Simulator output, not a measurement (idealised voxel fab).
Herein follows the process module entitled voxel capacitor over wiring.
Xsec cut, 220 nm wide, square cell size 5 nm.
When this document writes out a cross-section, it uses a grid of square cells and lists it as bands, beginning at the top and moving down, with a band standing for one or more rows of cells. It is stipulated that each band's entry specify, in nanometres, the height of the top of the band and then that of its bottom, followed by the materials of the band in left-to-right sequence, each together with its width in nanometres. A single material marked by the word "edge to edge" is understood to fill the band from edge to edge; the word "air" is understood to denote empty space. For the purposes of this specification, 0 denotes the height below which the wafer in its as-received condition is composed wholly of one material, and the lowermost band, lacking a lower limit, extends downward without end, as expressed in "z 0 and below". The expression "30..40" gives the width at the extremes of the band, the first number at its top row of cells and the second at its bottom row, with the width changing by equal amounts from each row to the next in between. Given "nothing got changed" for a step, no cell of the cross-section differs between before and after that step. Reported under the label "Closed void roster" are the empty spaces having no open way to the top and comprising 8 cells or more; the notation for each is width x height at distance, in which the distance is measured from the left edge and all three values are in nm. Whatever follows a step's settings on its line is a remark the simulator itself makes about that step. The "overlay nm" setting may appear on a step's line; for a step that uses a mask, it gives how far to the right of its planned position the mask lay, and a negative value indicates the left.

Intended process steps:
- 1: op RECEIVE | material Si
- 2: op CONFORMAL_DEP | material SiO2 | thk nm 10
- 3: op CONFORMAL_DEP | material SiN | thk nm 5
- 4: op DIRECTIONAL_DEP | material SiO2 | thk nm 15
- 5: op PATTERN | tone open | mask id METAL_1 | material resist | width nm 20 | pitch nm 80 | thk nm 20 | overlay nm 0
- 6: op DIRECTIONAL_ETCH | etch materials SiO2 | depth nm 15
- 7: op DIRECTIONAL_ETCH | etch materials SiN | depth nm 5
- 8: op STRIP | etch materials resist
- 9: op CONFORMAL_DEP | material TiN | thk nm 5
- 10: op FILL_DEP | material Ru | thk nm 10
- 11: op CMP | height nm 30
- 12: op EPI | material Ru | thk nm 5
- 13: op FILL_DEP | material SiCN | thk nm 5
- 14: op DIRECTIONAL_DEP | material lowk | thk nm 20
- 15: op DIRECTIONAL_DEP | material aC | thk nm 10
- 16: op PATTERN | tone open | mask id PLUG_1 | material resist | width nm 15 | thk nm 25 | overlay nm 0
- 17: op DIRECTIONAL_ETCH | etch materials aC | depth nm 10
- 18: op STRIP | etch materials resist
- 19: op DIRECTIONAL_ETCH | etch materials lowk | depth nm 20
- 20: op DIRECTIONAL_ETCH | etch materials SiCN | depth nm 5
- 21: op STRIP | etch materials aC
- 22: op EPI | material Ru | thk nm 10
- 23: op EPI | material Ru | thk nm 10
- 24: op EPI | material Ru | thk nm 5
- 25: op DIRECTIONAL_DEP | material TiN | thk nm 5
- 26: op DIRECTIONAL_DEP | material Al2O3 | thk nm 5
- 27: op DIRECTIONAL_DEP | material TiN | thk nm 5
- 28: op DIRECTIONAL_DEP | material aC | thk nm 15
- 29: op PATTERN | tone cover | mask id UPPER_PLATE | material resist | width nm 65 | thk nm 35 | overlay nm 0
- 30: op DIRECTIONAL_ETCH | etch materials aC | depth nm 15
- 31: op STRIP | etch materials resist
- 32: op DIRECTIONAL_ETCH | etch materials TiN | depth nm 5
- 33: op DIRECTIONAL_ETCH | etch materials Al2O3 | depth nm 5
- 34: op STRIP | etch materials aC
- 35: op DIRECTIONAL_DEP | material aC | thk nm 15
- 36: op PATTERN | tone cover | mask id LOWER_PLATE | material resist | width nm 75 | thk nm 35 | overlay nm 0
- 37: op DIRECTIONAL_ETCH | etch materials aC | depth nm 15
- 38: op STRIP | etch materials resist
- 39: op DIRECTIONAL_ETCH | etch materials TiN | depth nm 5
- 40: op STRIP | etch materials aC
- 41: op FILL_DEP | material SiO2 | thk nm 15
- 42: op CMP | height nm 85
- 43: op PATTERN | tone open | mask id PLUG_2 | material resist | width nm 15 | thk nm 15 | overlay nm 0
- 44: op DIRECTIONAL_ETCH | etch materials SiO2 | depth nm 10
- 45: op STRIP | etch materials resist
- 46: op CONFORMAL_DEP | material TiN | thk nm 5
- 47: op FILL_DEP | material Cu | thk nm 10
- 48: op CMP | height nm 85
- 49: op CONFORMAL_DEP | material SiN | thk nm 5

First of two wafers, with the run carried out as planned:

Cross-section of the wafer as it came to us, i.e., already through step 1:
z 0 and below = Si edge to edge
Closed void roster: none

So this is the wafer cross-section right after step 2:
z 10 to 0 = SiO2 edge to edge
Rest of section, below 0: as before.

So this is the wafer cross-section right after step 3:
z 15 to 10 = SiN edge to edge
Rest of section, below 10: as before.

So this is the wafer cross-section right after step 4:
z 30 to 15 = SiO2 edge to edge
Rest of section, below 15: as before.

So this is the wafer cross-section right after step 5:
z 50 to 30 = 60 nm resist, then 20 nm air, then 60 nm resist, then 20 nm air, then 60 nm resist
Rest of section, below 30: as before.

So this is the wafer cross-section right after step 6:
z 50 to 30 = 60 nm resist, then 20 nm air, then 60 nm resist, then 20 nm air, then 60 nm resist
z 30 to 15 = 60 nm SiO2, then 20 nm air, then 60 nm SiO2, then 20 nm air, then 60 nm SiO2
Rest of section, below 15: as before.

So this is the wafer cross-section right after step 7:
z 50 to 30 = 60 nm resist, then 20 nm air, then 60 nm resist, then 20 nm air, then 60 nm resist
z 30 to 15 = 60 nm SiO2, then 20 nm air, then 60 nm SiO2, then 20 nm air, then 60 nm SiO2
z 15 to 10 = 60 nm SiN, then 20 nm air, then 60 nm SiN, then 20 nm air, then 60 nm SiN
Rest of section, below 10: as before.

So this is the wafer cross-section right after step 8:
z 30 to 15 = 60 nm SiO2, then 20 nm air, then 60 nm SiO2, then 20 nm air, then 60 nm SiO2
Rest of section, below 15: as before.

So this is the wafer cross-section right after step 9:
z 35 to 30 = 65 nm TiN, then 10 nm air, then 70 nm TiN, then 10 nm air, then 65 nm TiN
z 30 to 15 = 60 nm SiO2, then 5 nm TiN, then 10 nm air, then 5 nm TiN, then 60 nm SiO2, then 5 nm TiN, then 10 nm air, then 5 nm TiN, then 60 nm SiO2
z 15 to 10 = 60 nm SiN, then 20 nm TiN, then 60 nm SiN, then 20 nm TiN, then 60 nm SiN
Rest of section, below 10: as before.

So this is the wafer cross-section right after step 10:
z 45 to 35 = Ru edge to edge
z 35 to 30 = 65 nm TiN, then 10 nm Ru, then 70 nm TiN, then 10 nm Ru, then 65 nm TiN
z 30 to 15 = 60 nm SiO2, then 5 nm TiN, then 10 nm Ru, then 5 nm TiN, then 60 nm SiO2, then 5 nm TiN, then 10 nm Ru, then 5 nm TiN, then 60 nm SiO2
Rest of section, below 15: as before.

So this is the wafer cross-section right after step 11:
z 30 to 15 = 60 nm SiO2, then 5 nm TiN, then 10 nm Ru, then 5 nm TiN, then 60 nm SiO2, then 5 nm TiN, then 10 nm Ru, then 5 nm TiN, then 60 nm SiO2
Rest of section, below 15: as before.

So this is the wafer cross-section right after step 12:
z 35 to 30 = 55 nm air, then 30 nm Ru, then 50 nm air, then 30 nm Ru, then 55 nm air
Rest of section, below 30: as before.

So this is the wafer cross-section right after step 13:
z 40 to 35 = SiCN edge to edge
z 35 to 30 = 55 nm SiCN, then 30 nm Ru, then 50 nm SiCN, then 30 nm Ru, then 55 nm SiCN
Rest of section, below 30: as before.

So this is the wafer cross-section right after step 14:
z 60 to 40 = lowk edge to edge
Rest of section, below 40: as before.

So this is the wafer cross-section right after step 15:
z 70 to 60 = aC edge to edge
Rest of section, below 60: as before.

So this is the wafer cross-section right after step 16:
z 95 to 70 = 65 nm resist, then 15 nm air, then 140 nm resist
Rest of section, below 70: as before.

So this is the wafer cross-section right after step 17:
z 85 to 70 = 65 nm resist, then 15 nm air, then 140 nm resist
z 70 to 60 = 65 nm aC, then 15 nm air, then 140 nm aC
Rest of section, below 60: as before.

So this is the wafer cross-section right after step 18:
z 70 to 60 = 65 nm aC, then 15 nm air, then 140 nm aC
Rest of section, below 60: as before.

So this is the wafer cross-section right after step 19:
z 70 to 60 = 65 nm aC, then 15 nm air, then 140 nm aC
z 60 to 40 = 65 nm lowk, then 15 nm air, then 140 nm lowk
Rest of section, below 40: as before.

So this is the wafer cross-section right after step 20:
z 70 to 60 = 65 nm aC, then 15 nm air, then 140 nm aC
z 60 to 40 = 65 nm lowk, then 15 nm air, then 140 nm lowk
z 40 to 35 = 65 nm SiCN, then 15 nm air, then 140 nm SiCN
Rest of section, below 35: as before.

So this is the wafer cross-section right after step 21:
z 60 to 40 = 65 nm lowk, then 15 nm air, then 140 nm lowk
Rest of section, below 40: as before.

So this is the wafer cross-section right after step 22:
z 60 to 45 = 65 nm lowk, then 15 nm air, then 140 nm lowk
z 45 to 40 = 65 nm lowk, then 15 nm Ru, then 140 nm lowk
z 40 to 35 = 65 nm SiCN, then 15 nm Ru, then 140 nm SiCN
Rest of section, below 35: as before.

So this is the wafer cross-section right after step 23:
z 60 to 55 = 65 nm lowk, then 15 nm air, then 140 nm lowk
z 55 to 40 = 65 nm lowk, then 15 nm Ru, then 140 nm lowk
Rest of section, below 40: as before.

So this is the wafer cross-section right after step 24:
z 60 to 40 = 65 nm lowk, then 15 nm Ru, then 140 nm lowk
Rest of section, below 40: as before.

So this is the wafer cross-section right after step 25:
z 65 to 60 = TiN edge to edge
Rest of section, below 60: as before.

So this is the wafer cross-section right after step 26:
z 70 to 65 = Al2O3 edge to edge
Rest of section, below 65: as before.

So this is the wafer cross-section right after step 27:
z 75 to 70 = TiN edge to edge
Rest of section, below 70: as before.

So this is the wafer cross-section right after step 28:
z 90 to 75 = aC edge to edge
Rest of section, below 75: as before.

So this is the wafer cross-section right after step 29:
z 125 to 90 = 65 nm air, then 65 nm resist, then 90 nm air
Rest of section, below 90: as before.

So this is the wafer cross-section right after step 30:
z 110 to 90 = 65 nm air, then 65 nm resist, then 90 nm air
z 90 to 75 = 65 nm air, then 65 nm aC, then 90 nm air
Rest of section, below 75: as before.

So this is the wafer cross-section right after step 31:
z 90 to 75 = 65 nm air, then 65 nm aC, then 90 nm air
Rest of section, below 75: as before.

So this is the wafer cross-section right after step 32:
z 90 to 75 = 65 nm air, then 65 nm aC, then 90 nm air
z 75 to 70 = 65 nm air, then 65 nm TiN, then 90 nm air
Rest of section, below 70: as before.

So this is the wafer cross-section right after step 33:
z 90 to 75 = 65 nm air, then 65 nm aC, then 90 nm air
z 75 to 70 = 65 nm air, then 65 nm TiN, then 90 nm air
z 70 to 65 = 65 nm air, then 65 nm Al2O3, then 90 nm air
Rest of section, below 65: as before.

So this is the wafer cross-section right after step 34:
z 75 to 70 = 65 nm air, then 65 nm TiN, then 90 nm air
Rest of section, below 70: as before.

So this is the wafer cross-section right after step 35:
z 90 to 80 = 65 nm air, then 65 nm aC, then 90 nm air
z 80 to 75 = aC edge to edge
z 75 to 70 = 65 nm aC, then 65 nm TiN, then 90 nm aC
z 70 to 65 = 65 nm aC, then 65 nm Al2O3, then 90 nm aC
Rest of section, below 65: as before.

So this is the wafer cross-section right after step 36:
z 125 to 90 = 60 nm air, then 75 nm resist, then 85 nm air
z 90 to 80 = 60 nm air, then 5 nm resist, then 65 nm aC, then 5 nm resist, then 85 nm air
Rest of section, below 80: as before.

So this is the wafer cross-section right after step 37:
z 110 to 90 = 60 nm air, then 75 nm resist, then 85 nm air
z 90 to 80 = 60 nm air, then 5 nm resist, then 65 nm aC, then 5 nm resist, then 85 nm air
z 80 to 75 = 60 nm air, then 75 nm aC, then 85 nm air
z 75 to 70 = 60 nm air, then 5 nm aC, then 65 nm TiN, then 5 nm aC, then 85 nm air
z 70 to 65 = 60 nm air, then 5 nm aC, then 65 nm Al2O3, then 5 nm aC, then 85 nm air
Rest of section, below 65: as before.

So this is the wafer cross-section right after step 38:
z 90 to 80 = 65 nm air, then 65 nm aC, then 90 nm air
Rest of section, below 80: as before.

So this is the wafer cross-section right after step 39:
z 90 to 80 = 65 nm air, then 65 nm aC, then 90 nm air
z 80 to 75 = 60 nm air, then 75 nm aC, then 85 nm air
z 75 to 70 = 60 nm air, then 5 nm aC, then 65 nm TiN, then 5 nm aC, then 85 nm air
z 70 to 65 = 60 nm air, then 5 nm aC, then 65 nm Al2O3, then 5 nm aC, then 85 nm air
z 65 to 60 = 60 nm air, then 75 nm TiN, then 85 nm air
Rest of section, below 60: as before.

So this is the wafer cross-section right after step 40:
z 75 to 70 = 65 nm air, then 65 nm TiN, then 90 nm air
z 70 to 65 = 65 nm air, then 65 nm Al2O3, then 90 nm air
Rest of section, below 65: as before.

So this is the wafer cross-section right after step 41:
z 90 to 75 = SiO2 edge to edge
z 75 to 70 = 65 nm SiO2, then 65 nm TiN, then 90 nm SiO2
z 70 to 65 = 65 nm SiO2, then 65 nm Al2O3, then 90 nm SiO2
z 65 to 60 = 60 nm SiO2, then 75 nm TiN, then 85 nm SiO2
Rest of section, below 60: as before.

So this is the wafer cross-section right after step 42:
z 85 to 75 = SiO2 edge to edge
Rest of section, below 75: as before.

So this is the wafer cross-section right after step 43:
z 100 to 85 = 75 nm resist, then 15 nm air, then 130 nm resist
Rest of section, below 85: as before.

So this is the wafer cross-section right after step 44:
z 100 to 85 = 75 nm resist, then 15 nm air, then 130 nm resist
z 85 to 75 = 75 nm SiO2, then 15 nm air, then 130 nm SiO2
Rest of section, below 75: as before.

So this is the wafer cross-section right after step 45:
z 85 to 75 = 75 nm SiO2, then 15 nm air, then 130 nm SiO2
Rest of section, below 75: as before.

So this is the wafer cross-section right after step 46:
z 90 to 85 = 80 nm TiN, then 5 nm air, then 135 nm TiN
z 85 to 80 = 75 nm SiO2, then 5 nm TiN, then 5 nm air, then 5 nm TiN, then 130 nm SiO2
z 80 to 70 = 75..65 nm SiO2, then 15..65 nm TiN, then 130..90 nm SiO2
Rest of section, below 70: as before.

So this is the wafer cross-section right after step 47:
z 100 to 90 = Cu edge to edge
z 90 to 85 = 80 nm TiN, then 5 nm Cu, then 135 nm TiN
z 85 to 80 = 75 nm SiO2, then 5 nm TiN, then 5 nm Cu, then 5 nm TiN, then 130 nm SiO2
Rest of section, below 80: as before.

So this is the wafer cross-section right after step 48:
z 85 to 80 = 75 nm SiO2, then 5 nm TiN, then 5 nm Cu, then 5 nm TiN, then 130 nm SiO2
Rest of section, below 80: as before.

So this is the wafer cross-section right after step 49:
z 90 to 85 = SiN edge to edge
Rest of section, below 85: as before.

Regarding the second of the two wafers: it shared the first wafer's starting condition and process plan, yet one error occurred during its execution. Its history coincides with that of the first wafer up to and including step 13:

X-section, second wafer, when step 14 was due to finish:
z 60 to 40 = Al2O3 edge to edge
Rest of section, below 40: as before.

X-section, second wafer, when step 15 was due to finish:
z 70 to 60 = aC edge to edge
Rest of section, below 60: as before.

X-section, second wafer, when step 16 was due to finish:
z 95 to 70 = 65 nm resist, then 15 nm air, then 140 nm resist
Rest of section, below 70: as before.

X-section, second wafer, when step 17 was due to finish:
z 85 to 70 = 65 nm resist, then 15 nm air, then 140 nm resist
z 70 to 60 = 65 nm aC, then 15 nm air, then 140 nm aC
Rest of section, below 60: as before.

X-section, second wafer, when step 18 was due to finish:
z 70 to 60 = 65 nm aC, then 15 nm air, then 140 nm aC
Rest of section, below 60: as before.

X-section, second wafer, when step 19 was due to finish: nothing got changed

X-section, second wafer, when step 20 was due to finish: nothing got changed

X-section, second wafer, when step 21 was due to finish:
z 60 to 40 = Al2O3 edge to edge
Rest of section, below 40: as before.

X-section, second wafer, when step 22 was due to finish: nothing got changed

X-section, second wafer, when step 23 was due to finish: nothing got changed

X-section, second wafer, when step 24 was due to finish: nothing got changed

X-section, second wafer, when step 25 was due to finish:
z 65 to 60 = TiN edge to edge
Rest of section, below 60: as before.

X-section, second wafer, when step 26 was due to finish:
z 70 to 65 = Al2O3 edge to edge
Rest of section, below 65: as before.

X-section, second wafer, when step 27 was due to finish:
z 75 to 70 = TiN edge to edge
Rest of section, below 70: as before.

X-section, second wafer, when step 28 was due to finish:
z 90 to 75 = aC edge to edge
Rest of section, below 75: as before.

X-section, second wafer, when step 29 was due to finish:
z 125 to 90 = 65 nm air, then 65 nm resist, then 90 nm air
Rest of section, below 90: as before.

X-section, second wafer, when step 30 was due to finish:
z 110 to 90 = 65 nm air, then 65 nm resist, then 90 nm air
z 90 to 75 = 65 nm air, then 65 nm aC, then 90 nm air
Rest of section, below 75: as before.

X-section, second wafer, when step 31 was due to finish:
z 90 to 75 = 65 nm air, then 65 nm aC, then 90 nm air
Rest of section, below 75: as before.

X-section, second wafer, when step 32 was due to finish:
z 90 to 75 = 65 nm air, then 65 nm aC, then 90 nm air
z 75 to 70 = 65 nm air, then 65 nm TiN, then 90 nm air
Rest of section, below 70: as before.

X-section, second wafer, when step 33 was due to finish:
z 90 to 75 = 65 nm air, then 65 nm aC, then 90 nm air
z 75 to 70 = 65 nm air, then 65 nm TiN, then 90 nm air
z 70 to 65 = 65 nm air, then 65 nm Al2O3, then 90 nm air
Rest of section, below 65: as before.

X-section, second wafer, when step 34 was due to finish:
z 75 to 70 = 65 nm air, then 65 nm TiN, then 90 nm air
Rest of section, below 70: as before.

X-section, second wafer, when step 35 was due to finish:
z 90 to 80 = 65 nm air, then 65 nm aC, then 90 nm air
z 80 to 75 = aC edge to edge
z 75 to 70 = 65 nm aC, then 65 nm TiN, then 90 nm aC
z 70 to 65 = 65 nm aC, then 65 nm Al2O3, then 90 nm aC
Rest of section, below 65: as before.

X-section, second wafer, when step 36 was due to finish:
z 125 to 90 = 60 nm air, then 75 nm resist, then 85 nm air
z 90 to 80 = 60 nm air, then 5 nm resist, then 65 nm aC, then 5 nm resist, then 85 nm air
Rest of section, below 80: as before.

X-section, second wafer, when step 37 was due to finish:
z 110 to 90 = 60 nm air, then 75 nm resist, then 85 nm air
z 90 to 80 = 60 nm air, then 5 nm resist, then 65 nm aC, then 5 nm resist, then 85 nm air
z 80 to 75 = 60 nm air, then 75 nm aC, then 85 nm air
z 75 to 70 = 60 nm air, then 5 nm aC, then 65 nm TiN, then 5 nm aC, then 85 nm air
z 70 to 65 = 60 nm air, then 5 nm aC, then 65 nm Al2O3, then 5 nm aC, then 85 nm air
Rest of section, below 65: as before.

X-section, second wafer, when step 38 was due to finish:
z 90 to 80 = 65 nm air, then 65 nm aC, then 90 nm air
Rest of section, below 80: as before.

X-section, second wafer, when step 39 was due to finish:
z 90 to 80 = 65 nm air, then 65 nm aC, then 90 nm air
z 80 to 75 = 60 nm air, then 75 nm aC, then 85 nm air
z 75 to 70 = 60 nm air, then 5 nm aC, then 65 nm TiN, then 5 nm aC, then 85 nm air
z 70 to 65 = 60 nm air, then 5 nm aC, then 65 nm Al2O3, then 5 nm aC, then 85 nm air
z 65 to 60 = 60 nm air, then 75 nm TiN, then 85 nm air
Rest of section, below 60: as before.

X-section, second wafer, when step 40 was due to finish:
z 75 to 70 = 65 nm air, then 65 nm TiN, then 90 nm air
z 70 to 65 = 65 nm air, then 65 nm Al2O3, then 90 nm air
Rest of section, below 65: as before.

X-section, second wafer, when step 41 was due to finish:
z 90 to 75 = SiO2 edge to edge
z 75 to 70 = 65 nm SiO2, then 65 nm TiN, then 90 nm SiO2
z 70 to 65 = 65 nm SiO2, then 65 nm Al2O3, then 90 nm SiO2
z 65 to 60 = 60 nm SiO2, then 75 nm TiN, then 85 nm SiO2
Rest of section, below 60: as before.

X-section, second wafer, when step 42 was due to finish:
z 85 to 75 = SiO2 edge to edge
Rest of section, below 75: as before.

X-section, second wafer, when step 43 was due to finish:
z 100 to 85 = 75 nm resist, then 15 nm air, then 130 nm resist
Rest of section, below 85: as before.

X-section, second wafer, when step 44 was due to finish:
z 100 to 85 = 75 nm resist, then 15 nm air, then 130 nm resist
z 85 to 75 = 75 nm SiO2, then 15 nm air, then 130 nm SiO2
Rest of section, below 75: as before.

X-section, second wafer, when step 45 was due to finish:
z 85 to 75 = 75 nm SiO2, then 15 nm air, then 130 nm SiO2
Rest of section, below 75: as before.

X-section, second wafer, when step 46 was due to finish:
z 90 to 85 = 80 nm TiN, then 5 nm air, then 135 nm TiN
z 85 to 80 = 75 nm SiO2, then 5 nm TiN, then 5 nm air, then 5 nm TiN, then 130 nm SiO2
z 80 to 70 = 75..65 nm SiO2, then 15..65 nm TiN, then 130..90 nm SiO2
Rest of section, below 70: as before.

X-section, second wafer, when step 47 was due to finish:
z 100 to 90 = Cu edge to edge
z 90 to 85 = 80 nm TiN, then 5 nm Cu, then 135 nm TiN
z 85 to 80 = 75 nm SiO2, then 5 nm TiN, then 5 nm Cu, then 5 nm TiN, then 130 nm SiO2
Rest of section, below 80: as before.

X-section, second wafer, when step 48 was due to finish:
z 85 to 80 = 75 nm SiO2, then 5 nm TiN, then 5 nm Cu, then 5 nm TiN, then 130 nm SiO2
Rest of section, below 80: as before.

X-section, second wafer, when step 49 was due to finish:
z 90 to 85 = SiN edge to edge
Rest of section, below 85: as before.
what went wrong: step 14 ran with different settings than intended, the actual operation and settings being op DIRECTIONAL_DEP | material Al2O3 | thk nm 20
Wafer comparison, final, in cells, second relative to first, materials more or fewer: +176 Al2O3; -15 Ru; +3 SiCN; -164 lowk
